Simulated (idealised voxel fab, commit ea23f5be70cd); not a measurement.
This is a process module. Its name is voxel gate over fins.
The width of the displayed cross-section, cut, is 170 nm; its cells are square, with a size of 5 nm.
The cross-sections in this document take the form of a grid made of square cells. They are written out as bands, in order from top to bottom. Each band consists of one or more rows of cells.
In this notation a band is specified by the heights of its top and bottom, in that order and in nm, after which its materials appear from left to right, each paired with its width in nm. The word "full width" attached to a single material means that material fills the band from edge to edge; the word "air" stands for empty space.
Ref level 0: as-received wafer is one material below here. Bottom band extends down with no lower bound ("0..down").
So if you see something like "30 to 40" for the width, read it as the top row of the band sitting at the first number and the bottom row at the second, with every row in between moving by the same amount as the last.
Basically "left unchanged" means that step didn't change any cell in the cross-section.
"Closed voids list" lists enclosed empty spaces (at least 8 cells, no open path upward to the top), each as width x height at distance from the left edge, in nm.
Read whatever lies past the settings on a step's line as the simulator's own remark about the step.
Each step line may optionally specify "overlay nm", which for a step with a mask gives the rightward distance between the mask's planned place and where it lay, a negative value indicating the leftward direction.

## Process steps (planned)
1. RECEIVE: material Si
2. CONFORMAL_DEP: material SiN, thk nm 10
3. DIRECTIONAL_DEP: material aC, thk nm 15
4. PATTERN: tone cover, mask id FINS, material resist, width nm 15, pitch nm 45, thk nm 30, overlay nm -15
5. DIRECTIONAL_ETCH: etch materials aC, depth nm 15
6. STRIP: etch materials resist
7. DIRECTIONAL_ETCH: etch materials SiN, depth nm 10
8. DIRECTIONAL_ETCH: etch materials Si, depth nm 40
9. STRIP: etch materials aC
10. FILL_DEP: material SiO2, thk nm 10
11. CMP: height nm 10
12. SELECTIVE_ETCH: etch materials SiO2, depth nm 25
13. STRIP: etch materials SiN
14. CONFORMAL_DEP: material HfO2, thk nm 5
15. CONFORMAL_DEP: material TiN, thk nm 5
16. CONFORMAL_DEP: material TiAl, thk nm 5
17. CONFORMAL_DEP: material TiN, thk nm 5
18. FILL_DEP: material W, thk nm 15
19. CMP: height nm 30
20. CONFORMAL_DEP: material SiCN, thk nm 10
Variable across wafers: step 4 overlay nm (plan value is that of the first wafer; starting state common to all).

## As-received state after step 1, first of several wafers, cross-section
  0..down | Si full width
  Closed voids list: none

## The first of several wafers, seen in cross-section after the module's last step, step 20
  40..30 | SiCN full width
  30..20 | W full width
  20..15 | W=20  TiN=100  W=50
  15..10 | W=20  TiN=5  TiAl=90  TiN=5  W=50
  10..5 | W=20  TiN=5  TiAl=5  TiN=35  TiAl=10  TiN=35  TiAl=5  TiN=5  W=50
  5..0 | TiN=25  TiAl=5  TiN=5  HfO2=25  TiN=5  TiAl=10  TiN=5  HfO2=25  TiN=5  TiAl=5  TiN=55
  0..-5 | TiAl=30  TiN=5  HfO2=5  Si=15  HfO2=5  TiN=5  TiAl=10  TiN=5  HfO2=5  Si=15  HfO2=5  TiN=5  TiAl=60
  -5..-10 | TiN=35  HfO2=5  Si=15  HfO2=5  TiN=20  HfO2=5  Si=15  HfO2=5  TiN=65
  -10..-15 | HfO2=40  Si=15  HfO2=30  Si=15  HfO2=70
  -15..-40 | SiO2=40  Si=15  SiO2=30  Si=15  SiO2=70
  -40..down | Si full width
  Closed voids list: none

## The last wafer as seen in cross-section at the end of the module
  40..30 | SiCN full width
  30..20 | W full width
  20..15 | W=50  TiN=100  W=20
  15..10 | W=50  TiN=5  TiAl=90  TiN=5  W=20
  10..5 | W=50  TiN=5  TiAl=5  TiN=35  TiAl=10  TiN=35  TiAl=5  TiN=5  W=20
  5..0 | TiN=55  TiAl=5  TiN=5  HfO2=25  TiN=5  TiAl=10  TiN=5  HfO2=25  TiN=5  TiAl=5  TiN=25
  0..-5 | TiAl=60  TiN=5  HfO2=5  Si=15  HfO2=5  TiN=5  TiAl=10  TiN=5  HfO2=5  Si=15  HfO2=5  TiN=5  TiAl=30
  -5..-10 | TiN=65  HfO2=5  Si=15  HfO2=5  TiN=20  HfO2=5  Si=15  HfO2=5  TiN=35
  -10..-15 | HfO2=70  Si=15  HfO2=30  Si=15  HfO2=40
  -15..-40 | SiO2=70  Si=15  SiO2=30  Si=15  SiO2=40
  -40..down | Si full width
  Closed voids list: none

## Tabulated below, wafer by wafer, are the end-of-module results: for each material, the number of cells gained (+) or lost (-) relative to the as-received state, followed by the closed voids
overlay nm -15 | +46 HfO2 | -224 Si | +68 SiCN | +140 SiO2 | +46 TiAl | +86 TiN | +110 W | Closed voids list: none
overlay nm -10 | +46 HfO2 | -224 Si | +68 SiCN | +140 SiO2 | +46 TiAl | +86 TiN | +110 W | Closed voids list: none
overlay nm -5 | +46 HfO2 | -224 Si | +68 SiCN | +140 SiO2 | +46 TiAl | +86 TiN | +110 W | Closed voids list: none
overlay nm 0 | +46 HfO2 | -224 Si | +68 SiCN | +140 SiO2 | +46 TiAl | +86 TiN | +110 W | Closed voids list: none
overlay nm 5 | +46 HfO2 | -224 Si | +68 SiCN | +140 SiO2 | +46 TiAl | +86 TiN | +110 W | Closed voids list: none
overlay nm 10 | +46 HfO2 | -224 Si | +68 SiCN | +140 SiO2 | +46 TiAl | +86 TiN | +110 W | Closed voids list: none
overlay nm 15 | +46 HfO2 | -224 Si | +68 SiCN | +140 SiO2 | +46 TiAl | +86 TiN | +110 W | Closed voids list: none
